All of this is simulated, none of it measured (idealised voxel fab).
process module | voxel transistor to metal
This is section cut - it's 270 nm across, gridded in 5 nm square cells.
Reading order for cross-sections: top band down to bottom band. Underlying form: a grid of square cells. Band size: one or more rows of cells.
Basically the band line says how high the top is and how high the bottom is, in nm, and then what's in it from left to right, every material with its width in nm. Empty space shows up as "air", and if a single material carries "edge to edge" it runs the full band edge to edge.
All heights in this document are referenced to 0, defined as the level beneath which the wafer, as received, consists entirely of one material. The lowest band is not bounded below; it extends indefinitely downward and is written in the form "0 and below".
So if you see something like "30->40" for the width, read it as the top row of the band sitting at the first number and the bottom row at the second, with every row in between moving by the same amount as the last.
"remained the same", as given for a step, is the statement that not any cell of the cross-section underwent a change during that step.
Reported under the label "Tabulated closed voids" are the empty spaces having no open way to the top and comprising 8 cells or more; the notation for each is width x height at distance, in which the distance is measured from the left edge and all three values are in nm.
It should be noted that, on the line of a given step, the content following the step's settings is a remark produced by the simulator itself with respect to that step.
The line of a step may include "overlay nm". On a step with a mask, this value is how far to the right of its planned place the mask lay. A negative value means the mask lay to the left.
Layout of what follows: cross-section pairs, each bracketing one process step, the after cross-section shown only to the lowest band that changed, the step between and its settings noted under each pair. Pairs may originate in different runs of this module on the same starting wafer; a pair continues from the pair above only where its entry headed "State on entry" says so.
State on entry:
	75 down to 70 | TiN edge to edge
	70 down to 45 | W edge to edge
	45 down to 35 | 25 nm SiO2; 5 nm TiN; 20 nm Ru; 5 nm TiN; 35 nm SiO2; 5 nm TiN; 20 nm Ru; 5 nm TiN; 30 nm SiO2; 5 nm TiN; 20 nm Ru; 5 nm TiN; 35 nm SiO2; 5 nm TiN; 20 nm Ru; 5 nm TiN; 25 nm SiO2
	35 down to 30 | 25 nm SiO2; 5 nm TiN; 15 nm Ru; 10 nm TiN; 35 nm SiO2; 10 nm TiN; 15 nm Ru; 5 nm TiN; 30 nm SiO2; 5 nm TiN; 15 nm Ru; 10 nm TiN; 35 nm SiO2; 10 nm TiN; 15 nm Ru; 5 nm TiN; 25 nm SiO2
	30 down to 15 | 25 nm SiO2; 5 nm TiN; 15 nm Ru; 5 nm TiN; 5 nm SiN; 5 nm SiO2; 25 nm SiCN; 5 nm SiO2; 5 nm SiN; 5 nm TiN; 15 nm Ru; 5 nm TiN; 30 nm SiO2; 5 nm TiN; 15 nm Ru; 5 nm TiN; 5 nm SiN; 5 nm SiO2; 25 nm SiCN; 5 nm SiO2; 5 nm SiN; 5 nm TiN; 15 nm Ru; 5 nm TiN; 25 nm SiO2
	15 down to 0 | 25 nm SiO2; 5 nm TiN; 15 nm Ru; 5 nm TiN; 5 nm SiN; 5 nm SiO2; 25 nm polySi; 5 nm SiO2; 5 nm SiN; 5 nm TiN; 15 nm Ru; 5 nm TiN; 30 nm SiO2; 5 nm TiN; 15 nm Ru; 5 nm TiN; 5 nm SiN; 5 nm SiO2; 25 nm polySi; 5 nm SiO2; 5 nm SiN; 5 nm TiN; 15 nm Ru; 5 nm TiN; 25 nm SiO2
	0 down to -5 | 25 nm SiO2; 25 nm TiN; 5 nm SiN; 5 nm SiO2; 25 nm polySi; 5 nm SiO2; 5 nm SiN; 25 nm TiN; 30 nm SiO2; 25 nm TiN; 5 nm SiN; 5 nm SiO2; 25 nm polySi; 5 nm SiO2; 5 nm SiN; 25 nm TiN; 25 nm SiO2
	-5 down to -10 | 15 nm SiO2; 35 nm nSi; 45 nm SiO2; 35 nm nSi; 10 nm SiO2; 35 nm nSi; 45 nm SiO2; 35 nm nSi; 15 nm SiO2
	-10 down to -35 | 20 nm SiO2; 105 nm Si; 20 nm SiO2; 105 nm Si; 20 nm SiO2
	-35 and below | Si edge to edge
	Tabulated closed voids: none
Post-Process View:
	75 down to 70 | 25 nm air; 20 nm TiN; 55 nm air; 20 nm TiN; 30 nm air; 20 nm TiN; 55 nm air; 20 nm TiN; 25 nm air
	Below 70, the layers are the same as they were.
	Tabulated closed voids: none
In between the cross-sections above, the run called for MASKED_ETCH,tone cover,mask id METAL_1,width nm 20,etch materials TiN,depth nm 5,overlay nm 0
State on entry: The cross-section prior to this step is the one presented after the step of the pair immediately above.
Post-Process View:
	80 down to 75 | lowk edge to edge
	75 down to 70 | 25 nm lowk; 20 nm TiN; 55 nm lowk; 20 nm TiN; 30 nm lowk; 20 nm TiN; 55 nm lowk; 20 nm TiN; 25 nm lowk
	Below 70, the layers are the same as they were.
	Tabulated closed voids: none
In between the cross-sections above, the run called for FILL_DEP,material lowk,thk nm 5
State on entry: The cross-section prior to this step is the one presented after the step of the pair immediately above.
Post-Process View:
	75 down to 70 | 25 nm lowk; 20 nm TiN; 55 nm lowk; 20 nm TiN; 30 nm lowk; 20 nm TiN; 55 nm lowk; 20 nm TiN; 25 nm lowk
	Below 70, the layers are the same as they were.
	Tabulated closed voids: none
In between the cross-sections above, the run called for CMP,height nm 75
State on entry: The cross-section prior to this step is the one presented after the step of the pair immediately above.
Post-Process View:
	80 down to 75 | SiN edge to edge
	Below 75, the layers are the same as they were.
	Tabulated closed voids: none
In between the cross-sections above, the run called for CONFORMAL_DEP,material SiN,thk nm 5
State on entry:
	45 down to 35 | 25 nm SiO2; 5 nm TiN; 20 nm Ru; 5 nm TiN; 35 nm SiO2; 5 nm TiN; 20 nm Ru; 5 nm TiN; 30 nm SiO2; 5 nm TiN; 20 nm Ru; 5 nm TiN; 35 nm SiO2; 5 nm TiN; 20 nm Ru; 5 nm TiN; 25 nm SiO2
	35 down to 30 | 25 nm SiO2; 5 nm TiN; 15 nm Ru; 10 nm TiN; 35 nm SiO2; 10 nm TiN; 15 nm Ru; 5 nm TiN; 30 nm SiO2; 5 nm TiN; 15 nm Ru; 10 nm TiN; 35 nm SiO2; 10 nm TiN; 15 nm Ru; 5 nm TiN; 25 nm SiO2
	30 down to 15 | 25 nm SiO2; 5 nm TiN; 15 nm Ru; 5 nm TiN; 5 nm SiN; 5 nm SiO2; 25 nm SiCN; 5 nm SiO2; 5 nm SiN; 5 nm TiN; 15 nm Ru; 5 nm TiN; 30 nm SiO2; 5 nm TiN; 15 nm Ru; 5 nm TiN; 5 nm SiN; 5 nm SiO2; 25 nm SiCN; 5 nm SiO2; 5 nm SiN; 5 nm TiN; 15 nm Ru; 5 nm TiN; 25 nm SiO2
	15 down to 0 | 25 nm SiO2; 5 nm TiN; 15 nm Ru; 5 nm TiN; 5 nm SiN; 5 nm SiO2; 25 nm polySi; 5 nm SiO2; 5 nm SiN; 5 nm TiN; 15 nm Ru; 5 nm TiN; 30 nm SiO2; 5 nm TiN; 15 nm Ru; 5 nm TiN; 5 nm SiN; 5 nm SiO2; 25 nm polySi; 5 nm SiO2; 5 nm SiN; 5 nm TiN; 15 nm Ru; 5 nm TiN; 25 nm SiO2
	0 down to -5 | 25 nm SiO2; 25 nm TiN; 5 nm SiN; 5 nm SiO2; 25 nm polySi; 5 nm SiO2; 5 nm SiN; 25 nm TiN; 30 nm SiO2; 25 nm TiN; 5 nm SiN; 5 nm SiO2; 25 nm polySi; 5 nm SiO2; 5 nm SiN; 25 nm TiN; 25 nm SiO2
	-5 down to -10 | 15 nm SiO2; 35 nm nSi; 45 nm SiO2; 35 nm nSi; 10 nm SiO2; 35 nm nSi; 45 nm SiO2; 35 nm nSi; 15 nm SiO2
	-10 down to -35 | 20 nm SiO2; 105 nm Si; 20 nm SiO2; 105 nm Si; 20 nm SiO2
	-35 and below | Si edge to edge
	Tabulated closed voids: none
Post-Process View:
	60 down to 45 | TiN edge to edge
	Below 45, the layers are the same as they were.
	Tabulated closed voids: none
In between the cross-sections above, the run called for DIRECTIONAL_DEP,material TiN,thk nm 15
State on entry: The cross-section prior to this step is the one presented after the step of the pair immediately above.
Post-Process View:
	85 down to 60 | W edge to edge
	Below 60, the layers are the same as they were.
	Tabulated closed voids: none
In between the cross-sections above, the run called for DIRECTIONAL_DEP,material W,thk nm 25
State on entry: The cross-section prior to this step is the one presented after the step of the pair immediately above.
Post-Process View:
	85 down to 60 | 25 nm air; 20 nm W; 55 nm air; 20 nm W; 30 nm air; 20 nm W; 55 nm air; 20 nm W; 25 nm air
	Below 60, the layers are the same as they were.
	Tabulated closed voids: none
In between the cross-sections above, the run called for MASKED_ETCH,tone cover,mask id METAL_1,width nm 20,etch materials W,depth nm 25,overlay nm 0
State on entry: The cross-section prior to this step is the one presented after the step of the pair immediately above.
Post-Process View:
	85 down to 60 | 25 nm air; 20 nm W; 55 nm air; 20 nm W; 30 nm air; 20 nm W; 55 nm air; 20 nm W; 25 nm air
	60 down to 55 | 25 nm air; 20 nm TiN; 55 nm air; 20 nm TiN; 30 nm air; 20 nm TiN; 55 nm air; 20 nm TiN; 25 nm air
	Below 55, the layers are the same as they were.
	Tabulated closed voids: none
In between the cross-sections above, the run called for MASKED_ETCH,tone cover,mask id METAL_1,width nm 20,etch materials TiN,depth nm 5,overlay nm 0
State on entry: The cross-section prior to this step is the one presented after the step of the pair immediately above.
Post-Process View:
	90 down to 85 | lowk edge to edge
	85 down to 60 | 25 nm lowk; 20 nm W; 55 nm lowk; 20 nm W; 30 nm lowk; 20 nm W; 55 nm lowk; 20 nm W; 25 nm lowk
	60 down to 55 | 25 nm lowk; 20 nm TiN; 55 nm lowk; 20 nm TiN; 30 nm lowk; 20 nm TiN; 55 nm lowk; 20 nm TiN; 25 nm lowk
	Below 55, the layers are the same as they were.
	Tabulated closed voids: none
In between the cross-sections above, the run called for FILL_DEP,material lowk,thk nm 5
State on entry: The cross-section prior to this step is the one presented after the step of the pair immediately above.
Post-Process View:
	75 down to 60 | 25 nm lowk; 20 nm W; 55 nm lowk; 20 nm W; 30 nm lowk; 20 nm W; 55 nm lowk; 20 nm W; 25 nm lowk
	Below 60, the layers are the same as they were.
	Tabulated closed voids: none
In between the cross-sections above, the run called for CMP,height nm 75
State on entry: The cross-section prior to this step is the one presented after the step of the pair immediately above.
Post-Process View:
	80 down to 75 | SiN edge to edge
	Below 75, the layers are the same as they were.
	Tabulated closed voids: none
In between the cross-sections above, the run called for CONFORMAL_DEP,material SiN,thk nm 5
State on entry:
	75 down to 50 | W edge to edge
	50 down to 45 | TiN edge to edge
	45 down to 35 | 25 nm SiO2; 5 nm TiN; 20 nm Ru; 5 nm TiN; 35 nm SiO2; 5 nm TiN; 20 nm Ru; 5 nm TiN; 30 nm SiO2; 5 nm TiN; 20 nm Ru; 5 nm TiN; 35 nm SiO2; 5 nm TiN; 20 nm Ru; 5 nm TiN; 25 nm SiO2
	35 down to 30 | 25 nm SiO2; 5 nm TiN; 15 nm Ru; 10 nm TiN; 35 nm SiO2; 10 nm TiN; 15 nm Ru; 5 nm TiN; 30 nm SiO2; 5 nm TiN; 15 nm Ru; 10 nm TiN; 35 nm SiO2; 10 nm TiN; 15 nm Ru; 5 nm TiN; 25 nm SiO2
	30 down to 15 | 25 nm SiO2; 5 nm TiN; 15 nm Ru; 5 nm TiN; 5 nm SiN; 5 nm SiO2; 25 nm SiCN; 5 nm SiO2; 5 nm SiN; 5 nm TiN; 15 nm Ru; 5 nm TiN; 30 nm SiO2; 5 nm TiN; 15 nm Ru; 5 nm TiN; 5 nm SiN; 5 nm SiO2; 25 nm SiCN; 5 nm SiO2; 5 nm SiN; 5 nm TiN; 15 nm Ru; 5 nm TiN; 25 nm SiO2
	15 down to 0 | 25 nm SiO2; 5 nm TiN; 15 nm Ru; 5 nm TiN; 5 nm SiN; 5 nm SiO2; 25 nm polySi; 5 nm SiO2; 5 nm SiN; 5 nm TiN; 15 nm Ru; 5 nm TiN; 30 nm SiO2; 5 nm TiN; 15 nm Ru; 5 nm TiN; 5 nm SiN; 5 nm SiO2; 25 nm polySi; 5 nm SiO2; 5 nm SiN; 5 nm TiN; 15 nm Ru; 5 nm TiN; 25 nm SiO2
	0 down to -5 | 25 nm SiO2; 25 nm TiN; 5 nm SiN; 5 nm SiO2; 25 nm polySi; 5 nm SiO2; 5 nm SiN; 25 nm TiN; 30 nm SiO2; 25 nm TiN; 5 nm SiN; 5 nm SiO2; 25 nm polySi; 5 nm SiO2; 5 nm SiN; 25 nm TiN; 25 nm SiO2
	-5 down to -10 | 15 nm SiO2; 35 nm nSi; 45 nm SiO2; 35 nm nSi; 10 nm SiO2; 35 nm nSi; 45 nm SiO2; 35 nm nSi; 15 nm SiO2
	-10 down to -35 | 20 nm SiO2; 105 nm Si; 20 nm SiO2; 105 nm Si; 20 nm SiO2
	-35 and below | Si edge to edge
	Tabulated closed voids: none
Post-Process View:
	75 down to 50 | 30 nm air; 15 nm W; 60 nm air; 15 nm W; 35 nm air; 15 nm W; 60 nm air; 15 nm W; 25 nm air
	Below 50, the layers are the same as they were.
	Tabulated closed voids: none
In between the cross-sections above, the run called for MASKED_ETCH,tone cover,mask id METAL_1,width nm 15,etch materials W,depth nm 25,overlay nm 0
State on entry: The cross-section prior to this step is the one presented after the step of the pair immediately above.
Post-Process View:
	75 down to 50 | 30 nm air; 15 nm W; 60 nm air; 15 nm W; 35 nm air; 15 nm W; 60 nm air; 15 nm W; 25 nm air
	50 down to 45 | 25 nm air; 20 nm TiN; 55 nm air; 20 nm TiN; 30 nm air; 20 nm TiN; 55 nm air; 20 nm TiN; 25 nm air
	Below 45, the layers are the same as they were.
	Tabulated closed voids: none
In between the cross-sections above, the run called for MASKED_ETCH,tone cover,mask id METAL_1,width nm 20,etch materials TiN,depth nm 5,overlay nm 0
State on entry: The cross-section prior to this step is the one presented after the step of the pair immediately above.
Post-Process View:
	80 down to 75 | lowk edge to edge
	75 down to 50 | 30 nm lowk; 15 nm W; 60 nm lowk; 15 nm W; 35 nm lowk; 15 nm W; 60 nm lowk; 15 nm W; 25 nm lowk
	50 down to 45 | 25 nm lowk; 20 nm TiN; 55 nm lowk; 20 nm TiN; 30 nm lowk; 20 nm TiN; 55 nm lowk; 20 nm TiN; 25 nm lowk
	Below 45, the layers are the same as they were.
	Tabulated closed voids: none
In between the cross-sections above, the run called for FILL_DEP,material lowk,thk nm 5
State on entry: The cross-section prior to this step is the one presented after the step of the pair immediately above.
Post-Process View:
	75 down to 50 | 30 nm lowk; 15 nm W; 60 nm lowk; 15 nm W; 35 nm lowk; 15 nm W; 60 nm lowk; 15 nm W; 25 nm lowk
	Below 50, the layers are the same as they were.
	Tabulated closed voids: none
In between the cross-sections above, the run called for CMP,height nm 75
State on entry: The cross-section prior to this step is the one presented after the step of the pair immediately above.
Post-Process View:
	80 down to 75 | SiN edge to edge
	Below 75, the layers are the same as they were.
	Tabulated closed voids: none
In between the cross-sections above, the run called for CONFORMAL_DEP,material SiN,thk nm 5
State on entry:
	75 down to 50 | W edge to edge
	50 down to 45 | TiN edge to edge
	45 down to 35 | 25 nm SiO2; 5 nm TiN; 20 nm Ru; 5 nm TiN; 35 nm SiO2; 5 nm TiN; 20 nm Ru; 5 nm TiN; 30 nm SiO2; 5 nm TiN; 20 nm Ru; 5 nm TiN; 35 nm SiO2; 5 nm TiN; 20 nm Ru; 5 nm TiN; 25 nm SiO2
	35 down to 30 | 25 nm SiO2; 5 nm TiN; 15 nm Ru; 10 nm TiN; 35 nm SiO2; 10 nm TiN; 15 nm Ru; 5 nm TiN; 30 nm SiO2; 5 nm TiN; 15 nm Ru; 10 nm TiN; 35 nm SiO2; 10 nm TiN; 15 nm Ru; 5 nm TiN; 25 nm SiO2
	30 down to 15 | 25 nm SiO2; 5 nm TiN; 15 nm Ru; 5 nm TiN; 5 nm SiN; 5 nm SiO2; 25 nm SiCN; 5 nm SiO2; 5 nm SiN; 5 nm TiN; 15 nm Ru; 5 nm TiN; 30 nm SiO2; 5 nm TiN; 15 nm Ru; 5 nm TiN; 5 nm SiN; 5 nm SiO2; 25 nm SiCN; 5 nm SiO2; 5 nm SiN; 5 nm TiN; 15 nm Ru; 5 nm TiN; 25 nm SiO2
	15 down to 0 | 25 nm SiO2; 5 nm TiN; 15 nm Ru; 5 nm TiN; 5 nm SiN; 5 nm SiO2; 25 nm polySi; 5 nm SiO2; 5 nm SiN; 5 nm TiN; 15 nm Ru; 5 nm TiN; 30 nm SiO2; 5 nm TiN; 15 nm Ru; 5 nm TiN; 5 nm SiN; 5 nm SiO2; 25 nm polySi; 5 nm SiO2; 5 nm SiN; 5 nm TiN; 15 nm Ru; 5 nm TiN; 25 nm SiO2
	0 down to -5 | 25 nm SiO2; 25 nm TiN; 5 nm SiN; 5 nm SiO2; 25 nm polySi; 5 nm SiO2; 5 nm SiN; 25 nm TiN; 30 nm SiO2; 25 nm TiN; 5 nm SiN; 5 nm SiO2; 25 nm polySi; 5 nm SiO2; 5 nm SiN; 25 nm TiN; 25 nm SiO2
	-5 down to -10 | 15 nm SiO2; 35 nm nSi; 45 nm SiO2; 35 nm nSi; 10 nm SiO2; 35 nm nSi; 45 nm SiO2; 35 nm nSi; 15 nm SiO2
	-10 down to -35 | 20 nm SiO2; 105 nm Si; 20 nm SiO2; 105 nm Si; 20 nm SiO2
	-35 and below | Si edge to edge
	Tabulated closed voids: none
Post-Process View:
	75 down to 50 | 35 nm air; 20 nm W; 55 nm air; 20 nm W; 30 nm air; 20 nm W; 55 nm air; 20 nm W; 15 nm air
	Below 50, the layers are the same as they were.
	Tabulated closed voids: none
In between the cross-sections above, the run called for MASKED_ETCH,tone cover,mask id METAL_1,width nm 20,etch materials W,depth nm 25,overlay nm 10
State on entry: The cross-section prior to this step is the one presented after the step of the pair immediately above.
Post-Process View:
	75 down to 50 | 35 nm air; 20 nm W; 55 nm air; 20 nm W; 30 nm air; 20 nm W; 55 nm air; 20 nm W; 15 nm air
	50 down to 45 | 25 nm air; 30 nm TiN; 45 nm air; 30 nm TiN; 20 nm air; 30 nm TiN; 45 nm air; 30 nm TiN; 15 nm air
	Below 45, the layers are the same as they were.
	Tabulated closed voids: none
In between the cross-sections above, the run called for MASKED_ETCH,tone cover,mask id METAL_1,width nm 20,etch materials TiN,depth nm 5,overlay nm 0
State on entry: The cross-section prior to this step is the one presented after the step of the pair immediately above.
Post-Process View:
	80 down to 75 | lowk edge to edge
	75 down to 50 | 35 nm lowk; 20 nm W; 55 nm lowk; 20 nm W; 30 nm lowk; 20 nm W; 55 nm lowk; 20 nm W; 15 nm lowk
	50 down to 45 | 25 nm lowk; 30 nm TiN; 45 nm lowk; 30 nm TiN; 20 nm lowk; 30 nm TiN; 45 nm lowk; 30 nm TiN; 15 nm lowk
	Below 45, the layers are the same as they were.
	Tabulated closed voids: none
In between the cross-sections above, the run called for FILL_DEP,material lowk,thk nm 5
State on entry: The cross-section prior to this step is the one presented after the step of the pair immediately above.
Post-Process View:
	75 down to 50 | 35 nm lowk; 20 nm W; 55 nm lowk; 20 nm W; 30 nm lowk; 20 nm W; 55 nm lowk; 20 nm W; 15 nm lowk
	Below 50, the layers are the same as they were.
	Tabulated closed voids: none
In between the cross-sections above, the run called for CMP,height nm 75
State on entry: The cross-section prior to this step is the one presented after the step of the pair immediately above.
Post-Process View:
	80 down to 75 | SiN edge to edge
	Below 75, the layers are the same as they were.
	Tabulated closed voids: none
In between the cross-sections above, the run called for CONFORMAL_DEP,material SiN,thk nm 5
State on entry:
	15 down to 0 | 20 nm air; 105 nm SiN; 20 nm air; 105 nm SiN; 20 nm air
	0 down to -5 | 20 nm air; 105 nm SiO2; 20 nm air; 105 nm SiO2; 20 nm air
	-5 down to -35 | 20 nm air; 105 nm Si; 20 nm air; 105 nm Si; 20 nm air
	-35 and below | Si edge to edge
	Tabulated closed voids: none
Post-Process View:
	25 down to 15 | SiCN edge to edge
	15 down to 0 | 20 nm SiCN; 105 nm SiN; 20 nm SiCN; 105 nm SiN; 20 nm SiCN
	0 down to -5 | 20 nm SiCN; 105 nm SiO2; 20 nm SiCN; 105 nm SiO2; 20 nm SiCN
	-5 down to -35 | 20 nm SiCN; 105 nm Si; 20 nm SiCN; 105 nm Si; 20 nm SiCN
	Below -35, the layers are the same as they were.
	Tabulated closed voids: none
In between the cross-sections above, the run called for FILL_DEP,material SiCN,thk nm 10
State on entry: The cross-section prior to this step is the one presented after the step of the pair immediately above.
Post-Process View:
	15 down to 0 | 20 nm SiCN; 105 nm SiN; 20 nm SiCN; 105 nm SiN; 20 nm SiCN
	Below 0, the layers are the same as they were.
	Tabulated closed voids: none
In between the cross-sections above, the run called for CMP,height nm 15
State on entry: The cross-section prior to this step is the one presented after the step of the pair immediately above.
Post-Process View:
	15 down to 0 | 20 nm SiCN; 105 nm air; 20 nm SiCN; 105 nm air; 20 nm SiCN
	Below 0, the layers are the same as they were.
	Tabulated closed voids: none
In between the cross-sections above, the run called for STRIP,etch materials SiN
State on entry: The cross-section prior to this step is the one presented after the step of the pair immediately above.
Post-Process View:
	15 down to -5 | 20 nm SiCN; 105 nm air; 20 nm SiCN; 105 nm air; 20 nm SiCN
	Below -5, the layers are the same as they were.
	Tabulated closed voids: none
In between the cross-sections above, the run called for SELECTIVE_ETCH,etch materials SiO2,depth nm 5
State on entry: The cross-section prior to this step is the one presented after the step of the pair immediately above.
Post-Process View:
	15 down to -5 | 20 nm SiCN; 105 nm air; 20 nm SiCN; 105 nm air; 20 nm SiCN
	-5 down to -10 | 20 nm SiCN; 105 nm SiO2; 20 nm SiCN; 105 nm SiO2; 20 nm SiCN
	Below -10, the layers are the same as they were.
	Tabulated closed voids: none
In between the cross-sections above, the run called for OXIDIZE,depth nm 5
State on entry: The cross-section prior to this step is the one presented after the step of the pair immediately above.
Post-Process View:
	35 down to 15 | 20 nm polySi; 105 nm air; 20 nm polySi; 105 nm air; 20 nm polySi
	15 down to -5 | 20 nm SiCN; 105 nm polySi; 20 nm SiCN; 105 nm polySi; 20 nm SiCN
	Below -5, the layers are the same as they were.
	Tabulated closed voids: none
In between the cross-sections above, the run called for DIRECTIONAL_DEP,material polySi,thk nm 20
State on entry: The cross-section prior to this step is the one presented after the step of the pair immediately above.
Post-Process View:
	50 down to 35 | 20 nm SiCN; 105 nm air; 20 nm SiCN; 105 nm air; 20 nm SiCN
	35 down to 30 | 20 nm polySi; 105 nm air; 20 nm polySi; 105 nm air; 20 nm polySi
	30 down to 15 | 20 nm polySi; 105 nm SiCN; 20 nm polySi; 105 nm SiCN; 20 nm polySi
	Below 15, the layers are the same as they were.
	Tabulated closed voids: none
In between the cross-sections above, the run called for DIRECTIONAL_DEP,material SiCN,thk nm 15
State on entry: The cross-section prior to this step is the one presented after the step of the pair immediately above.
Post-Process View:
	35 down to 30 | 20 nm polySi; 105 nm air; 20 nm polySi; 105 nm air; 20 nm polySi
	30 down to 15 | 20 nm polySi; 40 nm air; 25 nm SiCN; 40 nm air; 20 nm polySi; 40 nm air; 25 nm SiCN; 40 nm air; 20 nm polySi
	Below 15, the layers are the same as they were.
	Tabulated closed voids: none
In between the cross-sections above, the run called for MASKED_ETCH,tone cover,mask id GATE,width nm 25,pitch nm 125,etch materials SiCN,depth nm 25,overlay nm 0
State on entry: The cross-section prior to this step is the one presented after the step of the pair immediately above.
Post-Process View:
	30 down to 15 | 60 nm air; 25 nm SiCN; 100 nm air; 25 nm SiCN; 60 nm air
	15 down to -5 | 20 nm SiCN; 40 nm air; 25 nm polySi; 40 nm air; 20 nm SiCN; 40 nm air; 25 nm polySi; 40 nm air; 20 nm SiCN
	Below -5, the layers are the same as they were.
	Tabulated closed voids: none
In between the cross-sections above, the run called for MASKED_ETCH,tone cover,mask id GATE,width nm 25,pitch nm 125,etch materials polySi,depth nm 30,overlay nm 0
State on entry: The cross-section prior to this step is the one presented after the step of the pair immediately above.
Post-Process View:
	35 down to 30 | 55 nm air; 35 nm SiO2; 90 nm air; 35 nm SiO2; 55 nm air
	30 down to 20 | 55 nm air; 5 nm SiO2; 25 nm SiCN; 5 nm SiO2; 90 nm air; 5 nm SiO2; 25 nm SiCN; 5 nm SiO2; 55 nm air
	20 down to 15 | 25 nm SiO2; 30 nm air; 5 nm SiO2; 25 nm SiCN; 5 nm SiO2; 30 nm air; 30 nm SiO2; 30 nm air; 5 nm SiO2; 25 nm SiCN; 5 nm SiO2; 30 nm air; 25 nm SiO2
	15 down to 0 | 20 nm SiCN; 5 nm SiO2; 30 nm air; 5 nm SiO2; 25 nm polySi; 5 nm SiO2; 30 nm air; 5 nm SiO2; 20 nm SiCN; 5 nm SiO2; 30 nm air; 5 nm SiO2; 25 nm polySi; 5 nm SiO2; 30 nm air; 5 nm SiO2; 20 nm SiCN
	0 down to -5 | 20 nm SiCN; 40 nm SiO2; 25 nm polySi; 40 nm SiO2; 20 nm SiCN; 40 nm SiO2; 25 nm polySi; 40 nm SiO2; 20 nm SiCN
	Below -5, the layers are the same as they were.
	Tabulated closed voids: none
In between the cross-sections above, the run called for CONFORMAL_DEP,material SiO2,thk nm 5
State on entry: The cross-section prior to this step is the one presented after the step of the pair immediately above.
Post-Process View:
	30 down to 15 | 55 nm air; 5 nm SiO2; 25 nm SiCN; 5 nm SiO2; 90 nm air; 5 nm SiO2; 25 nm SiCN; 5 nm SiO2; 55 nm air
	15 down to -5 | 20 nm SiCN; 5 nm SiO2; 30 nm air; 5 nm SiO2; 25 nm polySi; 5 nm SiO2; 30 nm air; 5 nm SiO2; 20 nm SiCN; 5 nm SiO2; 30 nm air; 5 nm SiO2; 25 nm polySi; 5 nm SiO2; 30 nm air; 5 nm SiO2; 20 nm SiCN
	Below -5, the layers are the same as they were.
	Tabulated closed voids: none
In between the cross-sections above, the run called for DIRECTIONAL_ETCH,etch materials SiO2,depth nm 5
State on entry: The cross-section prior to this step is the one presented after the step of the pair immediately above.
Post-Process View:
	35 down to 30 | 50 nm air; 45 nm SiN; 80 nm air; 45 nm SiN; 50 nm air
	30 down to 20 | 50 nm air; 5 nm SiN; 5 nm SiO2; 25 nm SiCN; 5 nm SiO2; 5 nm SiN; 80 nm air; 5 nm SiN; 5 nm SiO2; 25 nm SiCN; 5 nm SiO2; 5 nm SiN; 50 nm air
	20 down to 15 | 30 nm SiN; 20 nm air; 5 nm SiN; 5 nm SiO2; 25 nm SiCN; 5 nm SiO2; 5 nm SiN; 20 nm air; 40 nm SiN; 20 nm air; 5 nm SiN; 5 nm SiO2; 25 nm SiCN; 5 nm SiO2; 5 nm SiN; 20 nm air; 30 nm SiN
	15 down to 0 | 20 nm SiCN; 5 nm SiO2; 5 nm SiN; 20 nm air; 5 nm SiN; 5 nm SiO2; 25 nm polySi; 5 nm SiO2; 5 nm SiN; 20 nm air; 5 nm SiN; 5 nm SiO2; 20 nm SiCN; 5 nm SiO2; 5 nm SiN; 20 nm air; 5 nm SiN; 5 nm SiO2; 25 nm polySi; 5 nm SiO2; 5 nm SiN; 20 nm air; 5 nm SiN; 5 nm SiO2; 20 nm SiCN
	0 down to -5 | 20 nm SiCN; 5 nm SiO2; 30 nm SiN; 5 nm SiO2; 25 nm polySi; 5 nm SiO2; 30 nm SiN; 5 nm SiO2; 20 nm SiCN; 5 nm SiO2; 30 nm SiN; 5 nm SiO2; 25 nm polySi; 5 nm SiO2; 30 nm SiN; 5 nm SiO2; 20 nm SiCN
	Below -5, the layers are the same as they were.
	Tabulated closed voids: none
In between the cross-sections above, the run called for CONFORMAL_DEP,material SiN,thk nm 5
State on entry: The cross-section prior to this step is the one presented after the step of the pair immediately above.
Post-Process View:
	30 down to 15 | 50 nm air; 5 nm SiN; 5 nm SiO2; 25 nm SiCN; 5 nm SiO2; 5 nm SiN; 80 nm air; 5 nm SiN; 5 nm SiO2; 25 nm SiCN; 5 nm SiO2; 5 nm SiN; 50 nm air
	15 down to -5 | 20 nm SiCN; 5 nm SiO2; 5 nm SiN; 20 nm air; 5 nm SiN; 5 nm SiO2; 25 nm polySi; 5 nm SiO2; 5 nm SiN; 20 nm air; 5 nm SiN; 5 nm SiO2; 20 nm SiCN; 5 nm SiO2; 5 nm SiN; 20 nm air; 5 nm SiN; 5 nm SiO2; 25 nm polySi; 5 nm SiO2; 5 nm SiN; 20 nm air; 5 nm SiN; 5 nm SiO2; 20 nm SiCN
	Below -5, the layers are the same as they were.
	Tabulated closed voids: none
In between the cross-sections above, the run called for DIRECTIONAL_ETCH,etch materials SiN,depth nm 5
State on entry: The cross-section prior to this step is the one presented after the step of the pair immediately above.
Post-Process View:
	30 down to 25 | 50 nm air; 5 nm SiN; 5 nm air; 25 nm SiCN; 5 nm air; 5 nm SiN; 80 nm air; 5 nm SiN; 5 nm air; 25 nm SiCN; 5 nm air; 5 nm SiN; 50 nm air
	25 down to 15 | 50 nm air; 5 nm SiN; 5 nm SiO2; 25 nm SiCN; 5 nm SiO2; 5 nm SiN; 80 nm air; 5 nm SiN; 5 nm SiO2; 25 nm SiCN; 5 nm SiO2; 5 nm SiN; 50 nm air
	15 down to 10 | 20 nm SiCN; 5 nm air; 5 nm SiN; 20 nm air; 5 nm SiN; 5 nm SiO2; 25 nm polySi; 5 nm SiO2; 5 nm SiN; 20 nm air; 5 nm SiN; 5 nm air; 20 nm SiCN; 5 nm air; 5 nm SiN; 20 nm air; 5 nm SiN; 5 nm SiO2; 25 nm polySi; 5 nm SiO2; 5 nm SiN; 20 nm air; 5 nm SiN; 5 nm air; 20 nm SiCN
	10 down to -5 | 20 nm SiCN; 5 nm SiO2; 5 nm SiN; 20 nm air; 5 nm SiN; 5 nm SiO2; 25 nm polySi; 5 nm SiO2; 5 nm SiN; 20 nm air; 5 nm SiN; 5 nm SiO2; 20 nm SiCN; 5 nm SiO2; 5 nm SiN; 20 nm air; 5 nm SiN; 5 nm SiO2; 25 nm polySi; 5 nm SiO2; 5 nm SiN; 20 nm air; 5 nm SiN; 5 nm SiO2; 20 nm SiCN
	-5 down to -10 | 20 nm SiCN; 10 nm SiO2; 20 nm air; 45 nm SiO2; 20 nm air; 10 nm SiO2; 20 nm SiCN; 10 nm SiO2; 20 nm air; 45 nm SiO2; 20 nm air; 10 nm SiO2; 20 nm SiCN
	Below -10, the layers are the same as they were.
	Tabulated closed voids: none
In between the cross-sections above, the run called for DIRECTIONAL_ETCH,etch materials SiO2,depth nm 5
